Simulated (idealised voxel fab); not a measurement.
Module name: voxel capacitor over wiring (process module)
300 nm wide, 5 nm square cells: that's cross-section cut.
Format of a cross-section: grid, square cells. Given as bands. Order: top down. Band: one or more rows of cells. Band: top and bottom heights (nm) first, top before bottom; then materials from left to right, widths in nm. "full width" marks a sole material filling the band edge to edge. "air" denotes empty space. We count height from 0. Below that, the starting wafer is all one material. The lowest band never ends at the bottom but goes on down; see "top 0, no bottom" for how that is written. Think of "30 to 40" as a width that walks from the first number to the second as you go down the band, top row to bottom row, taking equal-sized steps from row to row. "no change occurred" means the step left every cell of the cross-section as it was. Closed internal cavities: empty space of 8 cells or more with no open way to the top, each as width x height at its distance from the left edge, in nm. Whatever follows a step's settings on its line is a remark the simulator itself makes about that step. "overlay nm", when on a step's line for a step with a mask, measures how far to the right of its planned place the mask lay; a negative measure means to the left.

# The process steps that were planned are listed below
1,RECEIVE | material Si
2,CONFORMAL_DEP | material SiO2 | thk nm 15
3,CONFORMAL_DEP | material SiN | thk nm 5
4,DIRECTIONAL_DEP | material SiO2 | thk nm 15
5,PATTERN | tone open | mask id METAL_1 | material resist | width nm 25 | pitch nm 85 | thk nm 20 | overlay nm 0
6,DIRECTIONAL_ETCH | etch materials SiO2 | depth nm 15
7,DIRECTIONAL_ETCH | etch materials SiN | depth nm 5
8,STRIP | etch materials resist
9,CONFORMAL_DEP | material TiN | thk nm 5
10,FILL_DEP | material Cu | thk nm 5
11,CMP | height nm 35
12,EPI | material Ru | thk nm 5
13,FILL_DEP | material SiCN | thk nm 5
14,DIRECTIONAL_DEP | material SiO2 | thk nm 20
15,PATTERN | tone open | mask id PLUG_1 | material resist | width nm 15 | thk nm 15 | overlay nm 0
16,DIRECTIONAL_ETCH | etch materials SiO2 | depth nm 20
17,DIRECTIONAL_ETCH | etch materials SiCN | depth nm 5
18,STRIP | etch materials resist
19,CONFORMAL_DEP | material TiN | thk nm 5
20,FILL_DEP | material W | thk nm 5
21,CMP | height nm 65
22,DIRECTIONAL_DEP | material TiN | thk nm 5
23,DIRECTIONAL_DEP | material SiN | thk nm 5
24,DIRECTIONAL_DEP | material TiN | thk nm 5
25,DIRECTIONAL_DEP | material aC | thk nm 15
26,PATTERN | tone cover | mask id UPPER_PLATE | material resist | width nm 65 | thk nm 35 | overlay nm 0
27,DIRECTIONAL_ETCH | etch materials aC | depth nm 15
28,STRIP | etch materials resist
29,DIRECTIONAL_ETCH | etch materials TiN | depth nm 5
30,DIRECTIONAL_ETCH | etch materials SiN | depth nm 5
31,STRIP | etch materials aC
32,MASKED_ETCH | tone cover | mask id LOWER_PLATE | width nm 75 | etch materials TiN | depth nm 5 | overlay nm 0
33,FILL_DEP | material SiO2 | thk nm 20
34,CMP | height nm 95
35,PATTERN | tone open | mask id PLUG_2 | material resist | width nm 15 | thk nm 20 | overlay nm 0
36,DIRECTIONAL_ETCH | etch materials SiO2 | depth nm 15
37,STRIP | etch materials resist
38,CONFORMAL_DEP | material TiN | thk nm 5
39,FILL_DEP | material W | thk nm 5
40,CMP | height nm 95
41,CONFORMAL_DEP | material SiN | thk nm 5

# Shown in cross-section is the wafer as received, that is, as it stands after step 1
  top 0, no bottom: Si full width
  Closed internal cavities: none

# Final wafer profile in cross-section after the module, from the same start and plan as above, with one mistake made during processing
  top 100, bottom 95: SiN full width
  top 95, bottom 85: 115 of SiO2; 5 of TiN; 5 of W; 5 of TiN; 170 of SiO2
  top 85, bottom 75: 115 to 105 of SiO2; 15 to 65 of TiN; 170 to 130 of SiO2
  top 75, bottom 70: 105 of SiO2; 65 of SiN; 130 of SiO2
  top 70, bottom 65: 100 of SiO2; 75 of TiN; 125 of SiO2
  top 65, bottom 60: 110 of TiN; 5 of W; 185 of TiN
  top 60, bottom 45: 105 of SiO2; 5 of TiN; 5 of W; 5 of TiN; 180 of SiO2
  top 45, bottom 40: 105 of SiCN; 15 of TiN; 180 of SiCN
  top 40, bottom 35: 90 of SiCN; 35 of Ru; 50 of SiCN; 35 of Ru; 90 of SiCN
  top 35, bottom 20: 95 of SiO2; 5 of TiN; 15 of Cu; 5 of TiN; 60 of SiO2; 5 of TiN; 15 of Cu; 5 of TiN; 95 of SiO2
  top 20, bottom 15: 95 of SiN; 25 of TiN; 60 of SiN; 25 of TiN; 95 of SiN
  top 15, bottom 0: SiO2 full width
  top 0, no bottom: Si full width
  Closed internal cavities: none
The plan and the run diverged here: step 14, actual vs plan mismatch, actual run DIRECTIONAL_DEP | material SiO2 | thk nm 15
